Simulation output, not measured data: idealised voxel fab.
process module | voxel gate over fins
cross-section cut | 195 nm wide | cells 5 nm
A cross-section is a grid of square cells, given in bands from the top down. A band is one or more rows of cells.
Each band's line starts with the height of the band's top and of its bottom, in nm. Then come its materials from left to right, each with its width in nm. One material with "throughout" fills the band from edge to edge. "air" is empty space.
Height 0 is the level under which the wafer as received is all one material. The lowest band goes on downwards, as in "0 down".
A width such as "30 to 40" changes by the same amount from each row of cells to the next, from the band's top row to its bottom row.
"no change" after a step means that no cell of the cross-section changed.
closed voids: empty space of 8 cells or more with no open way to the top, each as width x height at its distance from the left edge, in nm
after a step's settings: what the simulator itself notes on the step
overlay nm, on a step with a mask: how far to the right of its planned place the mask lay; to the left if negative
plan
1 op RECEIVE | material Si
2 op CONFORMAL_DEP | material SiN | thk nm 5
3 op MASKED_ETCH | tone cover | mask id FINS | width nm 15 | pitch nm 55 | etch materials SiN | depth nm 5 | overlay nm 0
4 op MASKED_ETCH | tone cover | mask id FINS | width nm 15 | pitch nm 55 | etch materials Si | depth nm 35 | overlay nm 0
5 op FILL_DEP | material SiO2 | thk nm 15
6 op CMP | height nm 5
7 op DIRECTIONAL_DEP | material aC | thk nm 15
8 op PATTERN | tone open | mask id RAIL | material resist | width nm 15 | thk nm 30 | overlay nm -15
9 op DIRECTIONAL_ETCH | etch materials aC | depth nm 15
10 op STRIP | etch materials resist
11 op DIRECTIONAL_ETCH | etch materials SiO2 | depth nm 35
12 op STRIP | etch materials aC
13 op CONFORMAL_DEP | material TiN | thk nm 5
14 op FILL_DEP | material W | thk nm 5
15 op CMP | height nm 5
16 op SELECTIVE_ETCH | etch materials W Ru TiN | depth nm 20
17 op FILL_DEP | material SiO2 | thk nm 5
18 op CMP | height nm 5
19 op SELECTIVE_ETCH | etch materials SiO2 | depth nm 15
20 op STRIP | etch materials SiN
21 op CONFORMAL_DEP | material HfO2 | thk nm 5
22 op CONFORMAL_DEP | material TiN | thk nm 5
23 op FILL_DEP | material W | thk nm 15
24 op CMP | height nm 20
25 op CONFORMAL_DEP | material SiCN | thk nm 5
varied across the wafers: overlay nm of step 8. The plan shows the first wafer's value. All wafers start alike
first wafer as received, after step 1
  0 down: Si throughout
  closed voids: none
first wafer at the end, after step 25
  25 to 20: SiCN throughout
  20 to 10: W throughout
  10 to 5: W 25 | TiN 35 | W 20 | TiN 35 | W 20 | TiN 35 | W 25
  5 to 0: W 25 | TiN 5 | HfO2 25 | TiN 5 | W 20 | TiN 5 | HfO2 25 | TiN 5 | W 20 | TiN 5 | HfO2 25 | TiN 5 | W 25
  0 to -5: TiN 30 | HfO2 5 | Si 15 | HfO2 5 | TiN 30 | HfO2 5 | Si 15 | HfO2 5 | TiN 30 | HfO2 5 | Si 15 | HfO2 5 | TiN 30
  -5 to -10: HfO2 35 | Si 15 | HfO2 40 | Si 15 | HfO2 40 | Si 15 | HfO2 35
  -10 to -15: SiO2 35 | Si 15 | SiO2 40 | Si 15 | SiO2 40 | Si 15 | SiO2 35
  -15 to -30: SiO2 35 | Si 15 | TiN 10 | SiO2 30 | Si 15 | SiO2 40 | Si 15 | SiO2 35
  -30 to -35: SiO2 35 | Si 15 | SiO2 40 | Si 15 | SiO2 40 | Si 15 | SiO2 35
  -35 down: Si throughout
  closed voids: none
last wafer at the end
  25 to 20: SiCN throughout
  20 to 10: W throughout
  10 to 5: W 25 | TiN 35 | W 20 | TiN 35 | W 20 | TiN 35 | W 25
  5 to 0: W 25 | TiN 5 | HfO2 25 | TiN 5 | W 20 | TiN 5 | HfO2 25 | TiN 5 | W 20 | TiN 5 | HfO2 25 | TiN 5 | W 25
  0 to -5: TiN 30 | HfO2 5 | Si 15 | HfO2 5 | TiN 30 | HfO2 5 | Si 15 | HfO2 5 | TiN 30 | HfO2 5 | Si 15 | HfO2 5 | TiN 30
  -5 to -10: HfO2 35 | Si 15 | HfO2 40 | Si 15 | HfO2 40 | Si 15 | HfO2 35
  -10 to -15: SiO2 35 | Si 15 | SiO2 40 | Si 15 | SiO2 40 | Si 15 | SiO2 35
  -15 to -25: SiO2 35 | Si 15 | SiO2 25 | TiN 5 | W 5 | TiN 5 | Si 15 | SiO2 40 | Si 15 | SiO2 35
  -25 to -30: SiO2 35 | Si 15 | SiO2 25 | TiN 15 | Si 15 | SiO2 40 | Si 15 | SiO2 35
  -30 to -35: SiO2 35 | Si 15 | SiO2 40 | Si 15 | SiO2 40 | Si 15 | SiO2 35
  -35 down: Si throughout
  closed voids: none
each wafer at the end: cells of each material gained (+) or lost (-) since it was received, then its closed voids
overlay nm -15 | +51 HfO2 | -210 Si | +39 SiCN | +144 SiO2 | +57 TiN | +114 W | closed voids: none
overlay nm -10 | +51 HfO2 | -210 Si | +39 SiCN | +141 SiO2 | +58 TiN | +116 W | closed voids: none
overlay nm -5 | +51 HfO2 | -210 Si | +39 SiCN | +141 SiO2 | +58 TiN | +116 W | closed voids: none
overlay nm 0 | +51 HfO2 | -210 Si | +39 SiCN | +141 SiO2 | +58 TiN | +116 W | closed voids: none
overlay nm 5 | +51 HfO2 | -210 Si | +39 SiCN | +141 SiO2 | +58 TiN | +116 W | closed voids: none
overlay nm 10 | +51 HfO2 | -210 Si | +39 SiCN | +141 SiO2 | +58 TiN | +116 W | closed voids: none
overlay nm 15 | +51 HfO2 | -210 Si | +39 SiCN | +141 SiO2 | +58 TiN | +116 W | closed voids: none
